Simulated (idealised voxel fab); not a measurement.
Herein follows the process module entitled voxel capacitor over wiring.
Section shown: cut. Width: 245 nm. Cell size: 5 nm, square.
Format of a cross-section: grid, square cells. Given as bands. Order: top down. Band: one or more rows of cells. Basically the band line says how high the top is and how high the bottom is, in nm, and then what's in it from left to right, every material with its width in nm. Empty space shows up as "empty", and if a single material carries "throughout" it runs the full band edge to edge. Heights are expressed relative to 0, this being the level below which the as-received wafer comprises one material exclusively. The lowest band is unbounded in the downward direction and is denoted as in "0 nm and below". The two numbers in a width such as "30 to 40" mark its ends across the band: the first belongs to the top row of cells, the second to the bottom row, and from each row to the next the width moves by the same amount. Any step labelled "nothing changed" changed none of the cells in the cross-section. Entry "Fully sealed voids". Content: empty spaces with no open connection to the top, size 8 cells or greater. Each: width x height at distance. Distance: from left edge. Unit: nm. Post-settings text on a step line: simulator's own remark regarding the step. "overlay nm" on a masked step: distance the mask lay right of its planned place, negative for left.
[Process steps foreseen in the plan]
step 1: RECEIVE: material Si
step 2: CONFORMAL_DEP: material SiO2, thk nm 15
step 3: CONFORMAL_DEP: material SiCN, thk nm 5
step 4: DIRECTIONAL_DEP: material lowk, thk nm 25
step 5: DIRECTIONAL_DEP: material aC, thk nm 15
step 6: PATTERN: tone open, mask id METAL_1, material resist, width nm 20, pitch nm 90, thk nm 35, overlay nm 0
step 7: DIRECTIONAL_ETCH: etch materials aC, depth nm 15
step 8: STRIP: etch materials resist
step 9: DIRECTIONAL_ETCH: etch materials lowk, depth nm 25
step 10: DIRECTIONAL_ETCH: etch materials SiCN, depth nm 5
step 11: STRIP: etch materials aC
step 12: CONFORMAL_DEP: material TiN, thk nm 5
step 13: FILL_DEP: material Cu, thk nm 5
step 14: CMP: height nm 45
step 15: EPI: material Ru, thk nm 5
step 16: FILL_DEP: material SiCN, thk nm 5
step 17: DIRECTIONAL_DEP: material SiO2, thk nm 20
step 18: PATTERN: tone open, mask id PLUG_1, material resist, width nm 15, thk nm 20, overlay nm 0
step 19: DIRECTIONAL_ETCH: etch materials SiO2, depth nm 20
step 20: DIRECTIONAL_ETCH: etch materials SiCN, depth nm 5
step 21: STRIP: etch materials resist
step 22: EPI: material Ru, thk nm 10
step 23: EPI: material Ru, thk nm 10
step 24: EPI: material Ru, thk nm 5
step 25: DIRECTIONAL_DEP: material TiN, thk nm 5
step 26: DIRECTIONAL_DEP: material Al2O3, thk nm 5
step 27: DIRECTIONAL_DEP: material TiN, thk nm 5
step 28: MASKED_ETCH: tone cover, mask id UPPER_PLATE, width nm 75, etch materials TiN, depth nm 5, overlay nm 0
step 29: MASKED_ETCH: tone cover, mask id UPPER_PLATE, width nm 75, etch materials Al2O3, depth nm 5, overlay nm 0
step 30: DIRECTIONAL_DEP: material aC, thk nm 15
step 31: PATTERN: tone cover, mask id LOWER_PLATE, material resist, width nm 85, thk nm 30, overlay nm 0
step 32: DIRECTIONAL_ETCH: etch materials aC, depth nm 15
step 33: STRIP: etch materials resist
step 34: DIRECTIONAL_ETCH: etch materials TiN, depth nm 5
step 35: STRIP: etch materials aC
step 36: FILL_DEP: material SiO2, thk nm 20
step 37: CMP: height nm 105
step 38: DIRECTIONAL_DEP: material aC, thk nm 15
step 39: PATTERN: tone open, mask id PLUG_2, material resist, width nm 15, thk nm 35, overlay nm 0
step 40: DIRECTIONAL_ETCH: etch materials aC, depth nm 15
step 41: STRIP: etch materials resist
step 42: DIRECTIONAL_ETCH: etch materials SiO2, depth nm 15
step 43: STRIP: etch materials aC
step 44: CONFORMAL_DEP: material TiN, thk nm 5
step 45: FILL_DEP: material Cu, thk nm 10
step 46: CMP: height nm 105
step 47: CONFORMAL_DEP: material SiN, thk nm 5
[Cross-section of the wafer at receipt, which is the condition after step 1]
  0 nm and below: Si throughout
  Fully sealed voids: none
[The module was run from the start shown above using the plan shown above, but one mistake was made doing it; the resulting wafer cross-section is below]
  110 nm to 105 nm: SiN throughout
  105 nm to 95 nm: SiO2 (80 to 70), then TiN (15 to 25), then SiO2 (150)
  95 nm to 90 nm: SiO2 (70), then Al2O3 (25), then SiO2 (150)
  90 nm to 85 nm: SiO2 (65), then TiN (80), then SiO2 (100)
  85 nm to 80 nm: SiO2 (60), then Ru (35), then Al2O3 (50), then SiO2 (100)
  80 nm to 75 nm: SiO2 (60), then Ru (35), then TiN (55), then SiO2 (95)
  75 nm to 55 nm: SiO2 (70), then Ru (15), then SiO2 (160)
  55 nm to 50 nm: SiCN (70), then Ru (15), then SiCN (160)
  50 nm to 45 nm: SiCN (60), then Ru (30), then SiCN (60), then Ru (30), then SiCN (65)
  45 nm to 20 nm: lowk (65), then TiN (5), then Cu (10), then TiN (5), then lowk (70), then TiN (5), then Cu (10), then TiN (5), then lowk (70)
  20 nm to 15 nm: SiCN (65), then TiN (20), then SiCN (70), then TiN (20), then SiCN (70)
  15 nm to 0 nm: SiO2 throughout
  0 nm and below: Si throughout
  Fully sealed voids: none
Error vs. plan: one of the identical steps 22 and 23 was run twice, but which one cannot be determined
